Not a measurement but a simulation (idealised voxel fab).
Module name: voxel spacer lines (process module)
Cross-section cut spans 300 nm and uses square cells 5 nm in size.
In this document a cross-section is written as a grid of square cells. It is given as a series of bands, listed from the top down, and a band is one or more rows of cells. For a band, the entry starts with two heights in nm, that of the top and then that of the bottom, and carries on with the band's materials in order from left to right, each alongside its width in nm; the word "full width" beside a single material means it fills the band edge to edge, and "empty" means empty space. Height datum 0, below which the as-received substrate wafer is one material. Lowest band open at the bottom, running downward: "0 down". Width spec "30->40" -> top row of cells at first value, bottom row at second value, equal per-row change in between. Where a step carries "remains unaltered", the cross-section came out of it unchanged, cell for cell. The label "Sealed void listing" introduces a list of the empty spaces, 8 cells or larger, that have no open way up to the top; each entry in it reads width x height at distance, where the distance is taken from the left edge and all three are stated in nm. Post-settings text on a step line: simulator's own remark regarding the step. Regarding "overlay nm": on a step with a mask, it is the distance the mask lay to the right of its planned place; a negative value places it to the left.

### Process steps foreseen in the plan
| 1 | RECEIVE with material Si |
| 2 | CONFORMAL_DEP with material Al2O3, thk nm 5 |
| 3 | DIRECTIONAL_DEP with material polySi, thk nm 20 |
| 4 | DIRECTIONAL_DEP with material aC, thk nm 20 |
| 5 | PATTERN with tone cover, mask id MANDREL, material resist, width nm 25, pitch nm 80, thk nm 25, overlay nm 0 |
| 6 | DIRECTIONAL_ETCH with etch materials aC, depth nm 20 |
| 7 | STRIP with etch materials resist |
| 8 | CONFORMAL_DEP with material SiN, thk nm 15 |
| 9 | DIRECTIONAL_ETCH with etch materials SiN, depth nm 15 |
| 10 | STRIP with etch materials aC |
| 11 | DIRECTIONAL_ETCH with etch materials polySi, depth nm 20 |
| 12 | STRIP with etch materials SiN |
| 13 | FILL_DEP with material SiO2, thk nm 5 |
| 14 | CMP with height nm 25 |

### Below: the first of two wafers, run as planned

### Cross-section, incoming material, after step 1
- 0 down: Si full width
- Sealed void listing: none

### Wafer section view after processing step 2
- 5 to 0: Al2O3 full width
- Under the height 0 nothing was changed.

### Wafer section view after processing step 3
- 25 to 5: polySi full width
- Under the height 5 nothing was changed.

### Wafer section view after processing step 4
- 45 to 25: aC full width
- Under the height 25 nothing was changed.

### Wafer section view after processing step 5
- 70 to 45: 95 nm empty, then 25 nm resist, then 55 nm empty, then 25 nm resist, then 100 nm empty
- Under the height 45 nothing was changed.

### Wafer section view after processing step 6
- 50 to 45: 95 nm empty, then 25 nm resist, then 55 nm empty, then 25 nm resist, then 100 nm empty
- 45 to 25: 95 nm empty, then 25 nm aC, then 55 nm empty, then 25 nm aC, then 100 nm empty
- Under the height 25 nothing was changed.

### Wafer section view after processing step 7
- 45 to 25: 95 nm empty, then 25 nm aC, then 55 nm empty, then 25 nm aC, then 100 nm empty
- Under the height 25 nothing was changed.

### Wafer section view after processing step 8
- 60 to 45: 80 nm empty, then 55 nm SiN, then 25 nm empty, then 55 nm SiN, then 85 nm empty
- 45 to 40: 80 nm empty, then 15 nm SiN, then 25 nm aC, then 15 nm SiN, then 25 nm empty, then 15 nm SiN, then 25 nm aC, then 15 nm SiN, then 85 nm empty
- 40 to 25: 95 nm SiN, then 25 nm aC, then 55 nm SiN, then 25 nm aC, then 100 nm SiN
- Under the height 25 nothing was changed.

### Wafer section view after processing step 9
- 45 to 25: 80 nm empty, then 15 nm SiN, then 25 nm aC, then 15 nm SiN, then 25 nm empty, then 15 nm SiN, then 25 nm aC, then 15 nm SiN, then 85 nm empty
- Under the height 25 nothing was changed.

### Wafer section view after processing step 10
- 45 to 25: 80 nm empty, then 15 nm SiN, then 25 nm empty, then 15 nm SiN, then 25 nm empty, then 15 nm SiN, then 25 nm empty, then 15 nm SiN, then 85 nm empty
- Under the height 25 nothing was changed.

### Wafer section view after processing step 11
- 45 to 25: 80 nm empty, then 15 nm SiN, then 25 nm empty, then 15 nm SiN, then 25 nm empty, then 15 nm SiN, then 25 nm empty, then 15 nm SiN, then 85 nm empty
- 25 to 5: 80 nm empty, then 15 nm polySi, then 25 nm empty, then 15 nm polySi, then 25 nm empty, then 15 nm polySi, then 25 nm empty, then 15 nm polySi, then 85 nm empty
- Under the height 5 nothing was changed.

### Wafer section view after processing step 12
- 25 to 5: 80 nm empty, then 15 nm polySi, then 25 nm empty, then 15 nm polySi, then 25 nm empty, then 15 nm polySi, then 25 nm empty, then 15 nm polySi, then 85 nm empty
- Under the height 5 nothing was changed.

### Wafer section view after processing step 13
- 30 to 25: SiO2 full width
- 25 to 5: 80 nm SiO2, then 15 nm polySi, then 25 nm SiO2, then 15 nm polySi, then 25 nm SiO2, then 15 nm polySi, then 25 nm SiO2, then 15 nm polySi, then 85 nm SiO2
- Under the height 5 nothing was changed.

### Wafer section view after processing step 14
- 25 to 5: 80 nm SiO2, then 15 nm polySi, then 25 nm SiO2, then 15 nm polySi, then 25 nm SiO2, then 15 nm polySi, then 25 nm SiO2, then 15 nm polySi, then 85 nm SiO2
- Under the height 5 nothing was changed.

### For the second wafer, take the first wafer's start and plan, then add one mistake made in running it; everything through step 1, that step included, is shared with the first

Planned end of step 2: second wafer, cross-section: remains unaltered

### Planned end of step 3: second wafer, cross-section
- 20 to 0: polySi full width
- Under the height 0 nothing was changed.

### Planned end of step 4: second wafer, cross-section
- 40 to 20: aC full width
- Under the height 20 nothing was changed.

### Planned end of step 5: second wafer, cross-section
- 65 to 40: 95 nm empty, then 25 nm resist, then 55 nm empty, then 25 nm resist, then 100 nm empty
- Under the height 40 nothing was changed.

### Planned end of step 6: second wafer, cross-section
- 45 to 40: 95 nm empty, then 25 nm resist, then 55 nm empty, then 25 nm resist, then 100 nm empty
- 40 to 20: 95 nm empty, then 25 nm aC, then 55 nm empty, then 25 nm aC, then 100 nm empty
- Under the height 20 nothing was changed.

### Planned end of step 7: second wafer, cross-section
- 40 to 20: 95 nm empty, then 25 nm aC, then 55 nm empty, then 25 nm aC, then 100 nm empty
- Under the height 20 nothing was changed.

### Planned end of step 8: second wafer, cross-section
- 55 to 40: 80 nm empty, then 55 nm SiN, then 25 nm empty, then 55 nm SiN, then 85 nm empty
- 40 to 35: 80 nm empty, then 15 nm SiN, then 25 nm aC, then 15 nm SiN, then 25 nm empty, then 15 nm SiN, then 25 nm aC, then 15 nm SiN, then 85 nm empty
- 35 to 20: 95 nm SiN, then 25 nm aC, then 55 nm SiN, then 25 nm aC, then 100 nm SiN
- Under the height 20 nothing was changed.

### Planned end of step 9: second wafer, cross-section
- 40 to 20: 80 nm empty, then 15 nm SiN, then 25 nm aC, then 15 nm SiN, then 25 nm empty, then 15 nm SiN, then 25 nm aC, then 15 nm SiN, then 85 nm empty
- Under the height 20 nothing was changed.

### Planned end of step 10: second wafer, cross-section
- 40 to 20: 80 nm empty, then 15 nm SiN, then 25 nm empty, then 15 nm SiN, then 25 nm empty, then 15 nm SiN, then 25 nm empty, then 15 nm SiN, then 85 nm empty
- Under the height 20 nothing was changed.

### Planned end of step 11: second wafer, cross-section
- 40 to 20: 80 nm empty, then 15 nm SiN, then 25 nm empty, then 15 nm SiN, then 25 nm empty, then 15 nm SiN, then 25 nm empty, then 15 nm SiN, then 85 nm empty
- 20 to 0: 80 nm empty, then 15 nm polySi, then 25 nm empty, then 15 nm polySi, then 25 nm empty, then 15 nm polySi, then 25 nm empty, then 15 nm polySi, then 85 nm empty
- Under the height 0 nothing was changed.

### Planned end of step 12: second wafer, cross-section
- 20 to 0: 80 nm empty, then 15 nm polySi, then 25 nm empty, then 15 nm polySi, then 25 nm empty, then 15 nm polySi, then 25 nm empty, then 15 nm polySi, then 85 nm empty
- Under the height 0 nothing was changed.

### Planned end of step 13: second wafer, cross-section
- 25 to 20: SiO2 full width
- 20 to 0: 80 nm SiO2, then 15 nm polySi, then 25 nm SiO2, then 15 nm polySi, then 25 nm SiO2, then 15 nm polySi, then 25 nm SiO2, then 15 nm polySi, then 85 nm SiO2
- Under the height 0 nothing was changed.

Planned end of step 14: second wafer, cross-section: remains unaltered
Deviation from plan: the run left out plan step 2 entirely, so it was never executed
End check, counted in cells, second wafer has more or fewer of these materials than the first: Al2O3: 60 fewer, SiO2: 60 more
